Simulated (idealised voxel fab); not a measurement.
voxel gate over fins: a process module
Xsec cut, 250 nm wide, square cell size 5 nm.
Heads up, the way a cross-section reads in here is a grid of square cells, handed over as bands from the top down, with every band being one or more rows of cells. The band entry comprises the height of the band's top followed by the height of its bottom, expressed in nm, and subsequently the band's materials from left to right, each stated together with its width in nm. Where a single material is marked with the word "everywhere", that material fills the band from edge to edge. The word "empty" represents empty space. Heights from 0 (as-received wafer is one material below). Bottom band endless downward, as "0 down". Width "30 to 40": first value at the band's top row of cells, second value at its bottom row, equal change from row to row. "nothing altered" after a step means that no cell of the cross-section changed. In "Voids lacking openings" the enclosed voids are listed, meaning empty spaces of 8 cells or larger without any opening to the top. The form is width x height at distance, distance from the left edge, units nm. Past the settings on a step's line: simulator remark, on that step. Among the settings permitted on a step's line is "overlay nm"; applied to a step with a mask, it specifies the extent to which the mask lay to the right of its planned position, whereas a negative figure signifies a position to the left.

### Process steps - plan
- 1: RECEIVE, material Si
- 2: CONFORMAL_DEP, material SiN, thk nm 10
- 3: PATTERN, tone cover, mask id FINS, material resist, width nm 15, pitch nm 35, thk nm 20, overlay nm 0
- 4: DIRECTIONAL_ETCH, etch materials SiN, depth nm 10
- 5: DIRECTIONAL_ETCH, etch materials Si, depth nm 35
- 6: STRIP, etch materials resist
- 7: FILL_DEP, material SiO2, thk nm 10
- 8: CMP, height nm 10
- 9: SELECTIVE_ETCH, etch materials SiO2, depth nm 25
- 10: STRIP, etch materials SiN
- 11: CONFORMAL_DEP, material HfO2, thk nm 5
- 12: CONFORMAL_DEP, material TiN, thk nm 5
- 13: CONFORMAL_DEP, material TiAl, thk nm 5
- 14: CONFORMAL_DEP, material TiN, thk nm 5
- 15: FILL_DEP, material W, thk nm 10
- 16: CMP, height nm 25
- 17: CONFORMAL_DEP, material SiN, thk nm 5

### Here's what the wafer looked like in cross-section when it arrived - that's after step 1
- 0 down | Si everywhere
- Voids lacking openings: none

### One mistake in running the module, otherwise start and plan as above: cross-section at the end
- 30 to 25 | SiN everywhere
- 25 to 20 | W 70 nm / TiN 5 nm / TiAl 100 nm / TiN 5 nm / W 70 nm
- 20 to 15 | W 70 nm / TiN 5 nm / TiAl 5 nm / TiN 90 nm / TiAl 5 nm / TiN 5 nm / W 70 nm
- 15 to 10 | TiN 75 nm / TiAl 5 nm / TiN 5 nm / HfO2 80 nm / TiN 5 nm / TiAl 5 nm / TiN 75 nm
- 10 to 5 | TiAl 80 nm / TiN 5 nm / HfO2 80 nm / TiN 5 nm / TiAl 80 nm
- 5 to 0 | TiN 85 nm / HfO2 80 nm / TiN 85 nm
- 0 to -15 | HfO2 100 nm / Si 15 nm / HfO2 20 nm / Si 15 nm / HfO2 100 nm
- -15 to -35 | SiO2 100 nm / Si 15 nm / SiO2 20 nm / Si 15 nm / SiO2 100 nm
- -35 down | Si everywhere
- Voids lacking openings: none
So what did we get wrong on this run? heads up, step 11 didn't go per plan, it actually ran as CONFORMAL_DEP, material HfO2, thk nm 15
